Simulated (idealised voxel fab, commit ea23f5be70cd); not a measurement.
The process module presented herein is designated voxel self aligned contacts.
Section cut is 210 nm wide and gridded with 5 nm square cells.
Think of the cross-section as a grid of square cells. We describe it in bands, top to bottom, and each band covers one or more rows of those cells.
Heights first: top, then bottom, in nm. Then materials, left to right, each with a width in nm. "throughout" on a single material: fills the band edge to edge. "blank": empty space.
Heights from 0 (as-received wafer is one material below). Bottom band endless downward, as "0 nm and below".
The two numbers in a width such as "30 to 40" mark its ends across the band: the first belongs to the top row of cells, the second to the bottom row, and from each row to the next the width moves by the same amount.
A step reported as "nothing different" is a step in which no cell of the cross-section changed.
The label "Enclosed cavities" introduces a list of the empty spaces, 8 cells or larger, that have no open way up to the top; each entry in it reads width x height at distance, where the distance is taken from the left edge and all three are stated in nm.
Heads up: the bit after the settings on a step's line is the simulator's remark on that step.
overlay nm: step with mask; distance mask lay right of planned place; negative value = left of planned place.

### The steps planned for the process are as follows
1,RECEIVE | material Si
2,OXIDIZE | depth nm 5
3,DIRECTIONAL_DEP | material polySi | thk nm 30
4,DIRECTIONAL_DEP | material SiN | thk nm 15
5,DIRECTIONAL_DEP | material aC | thk nm 10
6,PATTERN | tone cover | mask id GATE | material resist | width nm 25 | pitch nm 55 | thk nm 25 | overlay nm 0
7,DIRECTIONAL_ETCH | etch materials aC | depth nm 10
8,STRIP | etch materials resist
9,DIRECTIONAL_ETCH | etch materials SiN | depth nm 15
10,DIRECTIONAL_ETCH | etch materials polySi | depth nm 30
11,STRIP | etch materials aC
12,CONFORMAL_DEP | material SiN | thk nm 5
13,DIRECTIONAL_ETCH | etch materials SiN | depth nm 5
14,FILL_DEP | material SiO2 | thk nm 15
15,CMP | height nm 55
16,PATTERN | tone open | mask id CONTACT | material resist | width nm 40 | pitch nm 55 | thk nm 20 | overlay nm 0
17,DIRECTIONAL_ETCH | etch materials SiO2 | depth nm 60
18,STRIP | etch materials resist
19,CONFORMAL_DEP | material TiN | thk nm 5
20,FILL_DEP | material Ru | thk nm 10
21,CMP | height nm 55
22,CONFORMAL_DEP | material SiN | thk nm 5

### Received-state cross-section, reflecting completion of step 1
0 nm and below | Si throughout
Enclosed cavities: none

### Here's the cross-section of the first of our two wafers at the end of the module - it ran as planned
60 nm to 55 nm | SiN throughout
55 nm to 45 nm | SiO2 (55) | TiN (5 to 15) | Ru (30 to 10) | TiN (5 to 15) | SiO2 (15) | TiN (5 to 15) | Ru (30 to 10) | TiN (5 to 15) | SiO2 (60)
45 nm to 30 nm | SiO2 (30) | SiN (35) | TiN (5) | Ru (10) | TiN (5) | SiN (35) | TiN (5) | Ru (10) | TiN (5) | SiN (35) | SiO2 (35)
30 nm to 0 nm | SiO2 (30) | SiN (5) | polySi (25) | SiN (5) | TiN (5) | Ru (10) | TiN (5) | SiN (5) | polySi (25) | SiN (5) | TiN (5) | Ru (10) | TiN (5) | SiN (5) | polySi (25) | SiN (5) | SiO2 (35)
0 nm to -5 nm | SiO2 (65) | TiN (20) | SiO2 (35) | TiN (20) | SiO2 (70)
-5 nm and below | Si throughout
Enclosed cavities: none

### Here is the second of the two wafers cut open at the end of the module - same start, same plan as the first one, but we made one mistake running it
60 nm to 55 nm | SiN throughout
55 nm to 45 nm | SiO2 (55) | TiN (5 to 15) | Ru (30 to 10) | TiN (5 to 15) | SiO2 (15) | TiN (5 to 15) | Ru (30 to 10) | TiN (5 to 15) | SiO2 (60)
45 nm to 30 nm | SiO2 (30) | SiN (35) | TiN (5) | Ru (10) | TiN (5) | SiN (35) | TiN (5) | Ru (10) | TiN (5) | SiN (35) | SiO2 (35)
30 nm to 10 nm | SiO2 (30) | SiN (5) | polySi (25) | SiN (5) | TiN (5) | Ru (10) | TiN (5) | SiN (5) | polySi (25) | SiN (5) | TiN (5) | Ru (10) | TiN (5) | SiN (5) | polySi (25) | SiN (5) | SiO2 (35)
10 nm to 5 nm | SiO2 (30) | SiN (5) | polySi (25) | SiN (5) | TiN (20) | SiN (5) | polySi (25) | SiN (5) | TiN (20) | SiN (5) | polySi (25) | SiN (5) | SiO2 (35)
5 nm to 0 nm | polySi throughout
0 nm to -5 nm | SiO2 throughout
-5 nm and below | Si throughout
Enclosed cavities: none
Finding, execution versus plan: step 10 off recipe, ran as DIRECTIONAL_ETCH | etch materials polySi | depth nm 25
Final cells, second wafer relative to first, materials higher or lower: 8 fewer of Ru, 6 fewer of SiN, 5 fewer of SiO2, 8 fewer of TiN, 27 more of polySi
